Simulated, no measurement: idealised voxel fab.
Process module heading - voxel capacitor over wiring
The width of the displayed cross-section, cut, is 240 nm; its cells are square, with a size of 5 nm.
Cross-section format: a grid of square cells, given as bands from top to bottom; each band is one or more rows of cells.
Within each band entry, the heights of the top and of the bottom of the band appear first, in that order and in nm; the materials of the band then follow from left to right, each with its corresponding width in nm. The designation "everywhere" on a single material indicates that it fills the band from edge to edge; the designation "air" indicates empty space.
Note: height 0 marks the level under which the wafer is uniformly one material as received. Lowest band unbounded below, written "0 down".
Width: "30..40" (first number = top row, second number = bottom row, same change from row to row of cells).
"nothing got changed" means the step left every cell of the cross-section as it was.
You'll see "Sealed void list" listing empty spaces that have no way open to the top, as long as they're 8 cells or more; the notation is width x height at distance, where the distance is from the left edge, and all of it is in nm.
Whatever follows a step's settings on its line is a remark the simulator itself makes about that step.
overlay nm: mask right of planned place by this much (step with mask). Neg. = left.

PROCESS STEPS - PLAN
1) RECEIVE [material Si]
2) CONFORMAL_DEP [material SiO2] [thk nm 15]
3) CONFORMAL_DEP [material SiCN] [thk nm 5]
4) DIRECTIONAL_DEP [material SiO2] [thk nm 15]
5) PATTERN [tone open] [mask id METAL_1] [material resist] [width nm 25] [pitch nm 85] [thk nm 15] [overlay nm 0]
6) DIRECTIONAL_ETCH [etch materials SiO2] [depth nm 15]
7) DIRECTIONAL_ETCH [etch materials SiCN] [depth nm 5]
8) STRIP [etch materials resist]
9) CONFORMAL_DEP [material TiN] [thk nm 5]
10) FILL_DEP [material Ru] [thk nm 10]
11) CMP [height nm 35]
12) CONFORMAL_DEP [material SiCN] [thk nm 5]
13) DIRECTIONAL_DEP [material lowk] [thk nm 10]
14) PATTERN [tone open] [mask id PLUG_1] [material resist] [width nm 15] [thk nm 20] [overlay nm -15]
15) DIRECTIONAL_ETCH [etch materials lowk] [depth nm 10]
16) DIRECTIONAL_ETCH [etch materials SiCN] [depth nm 5]
17) STRIP [etch materials resist]
18) EPI [material Ru] [thk nm 10]
19) EPI [material Ru] [thk nm 5]
20) DIRECTIONAL_DEP [material TiN] [thk nm 5]
21) DIRECTIONAL_DEP [material Al2O3] [thk nm 5]
22) DIRECTIONAL_DEP [material TiN] [thk nm 5]
23) DIRECTIONAL_DEP [material aC] [thk nm 15]
24) PATTERN [tone cover] [mask id UPPER_PLATE] [material resist] [width nm 65] [thk nm 30] [overlay nm 0]
25) DIRECTIONAL_ETCH [etch materials aC] [depth nm 15]
26) STRIP [etch materials resist]
27) DIRECTIONAL_ETCH [etch materials TiN] [depth nm 5]
28) DIRECTIONAL_ETCH [etch materials Al2O3] [depth nm 5]
29) STRIP [etch materials aC]
30) PATTERN [tone cover] [mask id LOWER_PLATE] [material resist] [width nm 75] [thk nm 20] [overlay nm 0]
31) DIRECTIONAL_ETCH [etch materials TiN] [depth nm 5]
32) STRIP [etch materials resist]
33) FILL_DEP [material SiO2] [thk nm 15]
34) CMP [height nm 75]
35) DIRECTIONAL_DEP [material aC] [thk nm 15]
36) PATTERN [tone open] [mask id PLUG_2] [material resist] [width nm 15] [thk nm 35] [overlay nm 0]
37) DIRECTIONAL_ETCH [etch materials aC] [depth nm 15]
38) STRIP [etch materials resist]
39) DIRECTIONAL_ETCH [etch materials SiO2] [depth nm 10]
40) STRIP [etch materials aC]
41) CONFORMAL_DEP [material TiN] [thk nm 5]
42) FILL_DEP [material W] [thk nm 5]
43) CMP [height nm 75]
44) CONFORMAL_DEP [material SiCN] [thk nm 5]
Quick note for whoever runs this: the wafers start identical, but the overlay nm at step 14 isn't the same across them. The plan just shows what the first wafer had.

CROSS-SECTION OF THE FIRST OF SEVERAL WAFERS ON RECEIPT, REFLECTING COMPLETION OF STEP 1
0 down | Si everywhere
Sealed void list: none

WAFER ROWS; END OF MODULE; CELLS PER MATERIAL SINCE RECEIPT: (+) GAINED, (-) LOST; THEN CLOSED VOIDS
overlay nm -15, +13 Al2O3, +27 Ru, +131 SiCN, +451 SiO2, +55 TiN, +1 W, +90 lowk, Sealed void list: none
overlay nm -10, +13 Al2O3, +27 Ru, +131 SiCN, +451 SiO2, +55 TiN, +1 W, +90 lowk, Sealed void list: none
overlay nm -5, +13 Al2O3, +27 Ru, +131 SiCN, +451 SiO2, +55 TiN, +1 W, +90 lowk, Sealed void list: none
overlay nm 0, +13 Al2O3, +27 Ru, +131 SiCN, +451 SiO2, +55 TiN, +1 W, +90 lowk, Sealed void list: none
overlay nm 5, +13 Al2O3, +27 Ru, +131 SiCN, +451 SiO2, +55 TiN, +1 W, +90 lowk, Sealed void list: none
overlay nm 10, +13 Al2O3, +27 Ru, +131 SiCN, +451 SiO2, +55 TiN, +1 W, +90 lowk, Sealed void list: none
overlay nm 15, +13 Al2O3, +18 Ru, +131 SiCN, +460 SiO2, +55 TiN, +1 W, +90 lowk, Sealed void list: none
